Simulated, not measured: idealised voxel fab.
The name of this process module is voxel wiring stack.
The cross-section shown here is cut; it is 185 nm wide and divided into square cells measuring 5 nm on a side.
In this document a cross-section is written as a grid of square cells. It is given as a series of bands, listed from the top down, and a band is one or more rows of cells.
The entry gives the band's vertical extent as a top height and a bottom height in nm, then its horizontal make-up as materials from left to right, each with a width in nm. "blank" stands for empty space; a single material marked "throughout" fills the band edge to edge.
Height reference: 0 = level under which incoming wafer is all one material. Lowest band: no bottom, runs on downward, e.g. "0 -> down".
Top row gets the first number, bottom row gets the second, and each row in between changes by the same step: that is how a band width like "30 to 40" works.
"no modifications" means the step left every cell of the cross-section as it was.
Closed-off voids of 8+ cells (no open route to the top) go in "Unvented cavities", written width x height at distance from the left edge, in nm.
Past the settings on a step's line: simulator remark, on that step.
Regarding "overlay nm": on a step with a mask, it is the distance the mask lay to the right of its planned place; a negative value places it to the left.
HERE'S WHAT THE PLANNED PROCESS STEPS LOOK LIKE
1: RECEIVE,material Si
2: CONFORMAL_DEP,material SiO2,thk nm 15
3: CONFORMAL_DEP,material SiN,thk nm 5
4: DIRECTIONAL_DEP,material lowk,thk nm 20
5: PATTERN,tone open,mask id METAL_1,material resist,width nm 20,pitch nm 45,thk nm 20,overlay nm 0
6: DIRECTIONAL_ETCH,etch materials lowk,depth nm 20
7: DIRECTIONAL_ETCH,etch materials SiN,depth nm 5
8: STRIP,etch materials resist
9: CONFORMAL_DEP,material TiN,thk nm 5
10: FILL_DEP,material Cu,thk nm 10
11: CMP,height nm 40
12: EPI,material Ru,thk nm 5
13: FILL_DEP,material SiCN,thk nm 5
14: DIRECTIONAL_DEP,material lowk,thk nm 20
15: MASKED_ETCH,tone open,mask id PLUG_1,width nm 15,pitch nm 90,etch materials lowk,depth nm 20,overlay nm 0
16: MASKED_ETCH,tone open,mask id PLUG_1,width nm 15,pitch nm 90,etch materials SiCN,depth nm 5,overlay nm 0
17: CONFORMAL_DEP,material TiN,thk nm 5
18: FILL_DEP,material W,thk nm 5
19: CMP,height nm 70
20: DIRECTIONAL_DEP,material TiN,thk nm 5
21: DIRECTIONAL_DEP,material Ru,thk nm 25
22: DIRECTIONAL_DEP,material aC,thk nm 10
23: PATTERN,tone cover,mask id METAL_2,material resist,width nm 20,pitch nm 45,thk nm 30,overlay nm 0
24: DIRECTIONAL_ETCH,etch materials aC,depth nm 10
25: STRIP,etch materials resist
26: DIRECTIONAL_ETCH,etch materials Ru,depth nm 25
27: DIRECTIONAL_ETCH,etch materials TiN,depth nm 5
28: STRIP,etch materials aC
29: FILL_DEP,material SiO2,thk nm 10
30: CMP,height nm 100
31: CONFORMAL_DEP,material SiCN,thk nm 5
THE FIRST OF TWO WAFERS, RUN AS PLANNED
CROSS-SECTION, INCOMING MATERIAL, AFTER STEP 1
    0 -> down: Si throughout
    Unvented cavities: none
STATE OF THE WAFER AFTER STEP 2, SHOWN IN CROSS-SECTION
    15 -> 0: SiO2 throughout
    Below 0, no change.
STATE OF THE WAFER AFTER STEP 3, SHOWN IN CROSS-SECTION
    20 -> 15: SiN throughout
    Below 15, no change.
STATE OF THE WAFER AFTER STEP 4, SHOWN IN CROSS-SECTION
    40 -> 20: lowk throughout
    Below 20, no change.
STATE OF THE WAFER AFTER STEP 5, SHOWN IN CROSS-SECTION
    60 -> 40: resist 35, blank 20, resist 25, blank 20, resist 25, blank 20, resist 40
    Below 40, no change.
STATE OF THE WAFER AFTER STEP 6, SHOWN IN CROSS-SECTION
    60 -> 40: resist 35, blank 20, resist 25, blank 20, resist 25, blank 20, resist 40
    40 -> 20: lowk 35, blank 20, lowk 25, blank 20, lowk 25, blank 20, lowk 40
    Below 20, no change.
STATE OF THE WAFER AFTER STEP 7, SHOWN IN CROSS-SECTION
    60 -> 40: resist 35, blank 20, resist 25, blank 20, resist 25, blank 20, resist 40
    40 -> 20: lowk 35, blank 20, lowk 25, blank 20, lowk 25, blank 20, lowk 40
    20 -> 15: SiN 35, blank 20, SiN 25, blank 20, SiN 25, blank 20, SiN 40
    Below 15, no change.
STATE OF THE WAFER AFTER STEP 8, SHOWN IN CROSS-SECTION
    40 -> 20: lowk 35, blank 20, lowk 25, blank 20, lowk 25, blank 20, lowk 40
    Below 20, no change.
STATE OF THE WAFER AFTER STEP 9, SHOWN IN CROSS-SECTION
    45 -> 40: TiN 40, blank 10, TiN 35, blank 10, TiN 35, blank 10, TiN 45
    40 -> 20: lowk 35, TiN 5, blank 10, TiN 5, lowk 25, TiN 5, blank 10, TiN 5, lowk 25, TiN 5, blank 10, TiN 5, lowk 40
    20 -> 15: SiN 35, TiN 20, SiN 25, TiN 20, SiN 25, TiN 20, SiN 40
    Below 15, no change.
STATE OF THE WAFER AFTER STEP 10, SHOWN IN CROSS-SECTION
    55 -> 45: Cu throughout
    45 -> 40: TiN 40, Cu 10, TiN 35, Cu 10, TiN 35, Cu 10, TiN 45
    40 -> 20: lowk 35, TiN 5, Cu 10, TiN 5, lowk 25, TiN 5, Cu 10, TiN 5, lowk 25, TiN 5, Cu 10, TiN 5, lowk 40
    Below 20, no change.
STATE OF THE WAFER AFTER STEP 11, SHOWN IN CROSS-SECTION
    40 -> 20: lowk 35, TiN 5, Cu 10, TiN 5, lowk 25, TiN 5, Cu 10, TiN 5, lowk 25, TiN 5, Cu 10, TiN 5, lowk 40
    Below 20, no change.
STATE OF THE WAFER AFTER STEP 12, SHOWN IN CROSS-SECTION
    45 -> 40: blank 30, Ru 30, blank 15, Ru 30, blank 15, Ru 30, blank 35
    Below 40, no change.
STATE OF THE WAFER AFTER STEP 13, SHOWN IN CROSS-SECTION
    50 -> 45: SiCN throughout
    45 -> 40: SiCN 30, Ru 30, SiCN 15, Ru 30, SiCN 15, Ru 30, SiCN 35
    Below 40, no change.
STATE OF THE WAFER AFTER STEP 14, SHOWN IN CROSS-SECTION
    70 -> 50: lowk throughout
    Below 50, no change.
STATE OF THE WAFER AFTER STEP 15, SHOWN IN CROSS-SECTION
    70 -> 50: lowk 35, blank 15, lowk 75, blank 15, lowk 45
    Below 50, no change.
STATE OF THE WAFER AFTER STEP 16, SHOWN IN CROSS-SECTION
    70 -> 50: lowk 35, blank 15, lowk 75, blank 15, lowk 45
    50 -> 45: SiCN 35, blank 15, SiCN 75, blank 15, SiCN 45
    Below 45, no change.
STATE OF THE WAFER AFTER STEP 17, SHOWN IN CROSS-SECTION
    75 -> 70: TiN 40, blank 5, TiN 85, blank 5, TiN 50
    70 -> 50: lowk 35, TiN 5, blank 5, TiN 5, lowk 75, TiN 5, blank 5, TiN 5, lowk 45
    50 -> 45: SiCN 35, TiN 15, SiCN 75, TiN 15, SiCN 45
    Below 45, no change.
STATE OF THE WAFER AFTER STEP 18, SHOWN IN CROSS-SECTION
    80 -> 75: W throughout
    75 -> 70: TiN 40, W 5, TiN 85, W 5, TiN 50
    70 -> 50: lowk 35, TiN 5, W 5, TiN 5, lowk 75, TiN 5, W 5, TiN 5, lowk 45
    Below 50, no change.
STATE OF THE WAFER AFTER STEP 19, SHOWN IN CROSS-SECTION
    70 -> 50: lowk 35, TiN 5, W 5, TiN 5, lowk 75, TiN 5, W 5, TiN 5, lowk 45
    Below 50, no change.
STATE OF THE WAFER AFTER STEP 20, SHOWN IN CROSS-SECTION
    75 -> 70: TiN throughout
    Below 70, no change.
STATE OF THE WAFER AFTER STEP 21, SHOWN IN CROSS-SECTION
    100 -> 75: Ru throughout
    Below 75, no change.
STATE OF THE WAFER AFTER STEP 22, SHOWN IN CROSS-SECTION
    110 -> 100: aC throughout
    Below 100, no change.
STATE OF THE WAFER AFTER STEP 23, SHOWN IN CROSS-SECTION
    140 -> 110: blank 35, resist 20, blank 25, resist 20, blank 25, resist 20, blank 40
    Below 110, no change.
STATE OF THE WAFER AFTER STEP 24, SHOWN IN CROSS-SECTION
    130 -> 110: blank 35, resist 20, blank 25, resist 20, blank 25, resist 20, blank 40
    110 -> 100: blank 35, aC 20, blank 25, aC 20, blank 25, aC 20, blank 40
    Below 100, no change.
STATE OF THE WAFER AFTER STEP 25, SHOWN IN CROSS-SECTION
    110 -> 100: blank 35, aC 20, blank 25, aC 20, blank 25, aC 20, blank 40
    Below 100, no change.
STATE OF THE WAFER AFTER STEP 26, SHOWN IN CROSS-SECTION
    110 -> 100: blank 35, aC 20, blank 25, aC 20, blank 25, aC 20, blank 40
    100 -> 75: blank 35, Ru 20, blank 25, Ru 20, blank 25, Ru 20, blank 40
    Below 75, no change.
STATE OF THE WAFER AFTER STEP 27, SHOWN IN CROSS-SECTION
    110 -> 100: blank 35, aC 20, blank 25, aC 20, blank 25, aC 20, blank 40
    100 -> 75: blank 35, Ru 20, blank 25, Ru 20, blank 25, Ru 20, blank 40
    75 -> 70: blank 35, TiN 20, blank 25, TiN 20, blank 25, TiN 20, blank 40
    Below 70, no change.
STATE OF THE WAFER AFTER STEP 28, SHOWN IN CROSS-SECTION
    100 -> 75: blank 35, Ru 20, blank 25, Ru 20, blank 25, Ru 20, blank 40
    Below 75, no change.
STATE OF THE WAFER AFTER STEP 29, SHOWN IN CROSS-SECTION
    110 -> 100: SiO2 throughout
    100 -> 75: SiO2 35, Ru 20, SiO2 25, Ru 20, SiO2 25, Ru 20, SiO2 40
    75 -> 70: SiO2 35, TiN 20, SiO2 25, TiN 20, SiO2 25, TiN 20, SiO2 40
    Below 70, no change.
STATE OF THE WAFER AFTER STEP 30, SHOWN IN CROSS-SECTION
    100 -> 75: SiO2 35, Ru 20, SiO2 25, Ru 20, SiO2 25, Ru 20, SiO2 40
    Below 75, no change.
STATE OF THE WAFER AFTER STEP 31, SHOWN IN CROSS-SECTION
    105 -> 100: SiCN throughout
    Below 100, no change.
WAFER TWO. SAME START, SAME PLAN, ONE SLIP IN EXECUTION. SAME AS WAFER ONE THROUGH STEP 22, INCLUSIVE
CROSS-SECTION, SECOND WAFER, AT THE END TIME THE PLAN GIVES FOR STEP 23
    140 -> 110: blank 30, resist 20, blank 25, resist 20, blank 25, resist 20, blank 45
    Below 110, no change.
CROSS-SECTION, SECOND WAFER, AT THE END TIME THE PLAN GIVES FOR STEP 24
    130 -> 110: blank 30, resist 20, blank 25, resist 20, blank 25, resist 20, blank 45
    110 -> 100: blank 30, aC 20, blank 25, aC 20, blank 25, aC 20, blank 45
    Below 100, no change.
CROSS-SECTION, SECOND WAFER, AT THE END TIME THE PLAN GIVES FOR STEP 25
    110 -> 100: blank 30, aC 20, blank 25, aC 20, blank 25, aC 20, blank 45
    Below 100, no change.
CROSS-SECTION, SECOND WAFER, AT THE END TIME THE PLAN GIVES FOR STEP 26
    110 -> 100: blank 30, aC 20, blank 25, aC 20, blank 25, aC 20, blank 45
    100 -> 75: blank 30, Ru 20, blank 25, Ru 20, blank 25, Ru 20, blank 45
    Below 75, no change.
CROSS-SECTION, SECOND WAFER, AT THE END TIME THE PLAN GIVES FOR STEP 27
    110 -> 100: blank 30, aC 20, blank 25, aC 20, blank 25, aC 20, blank 45
    100 -> 75: blank 30, Ru 20, blank 25, Ru 20, blank 25, Ru 20, blank 45
    75 -> 70: blank 30, TiN 20, blank 25, TiN 20, blank 25, TiN 20, blank 45
    Below 70, no change.
CROSS-SECTION, SECOND WAFER, AT THE END TIME THE PLAN GIVES FOR STEP 28
    100 -> 75: blank 30, Ru 20, blank 25, Ru 20, blank 25, Ru 20, blank 45
    Below 75, no change.
CROSS-SECTION, SECOND WAFER, AT THE END TIME THE PLAN GIVES FOR STEP 29
    110 -> 100: SiO2 throughout
    100 -> 75: SiO2 30, Ru 20, SiO2 25, Ru 20, SiO2 25, Ru 20, SiO2 45
    75 -> 70: SiO2 30, TiN 20, SiO2 25, TiN 20, SiO2 25, TiN 20, SiO2 45
    Below 70, no change.
CROSS-SECTION, SECOND WAFER, AT THE END TIME THE PLAN GIVES FOR STEP 30
    100 -> 75: SiO2 30, Ru 20, SiO2 25, Ru 20, SiO2 25, Ru 20, SiO2 45
    Below 75, no change.
CROSS-SECTION, SECOND WAFER, AT THE END TIME THE PLAN GIVES FOR STEP 31
    105 -> 100: SiCN throughout
    Below 100, no change.
Error vs. plan: note that step 23 departed from the planned setting and was carried out as PATTERN,tone cover,mask id METAL_2,material resist,width nm 20,pitch nm 45,thk nm 30,overlay nm -5
When the process is done, the second wafer contains the same cell count of every material as the first wafer, but distributed over other locations.
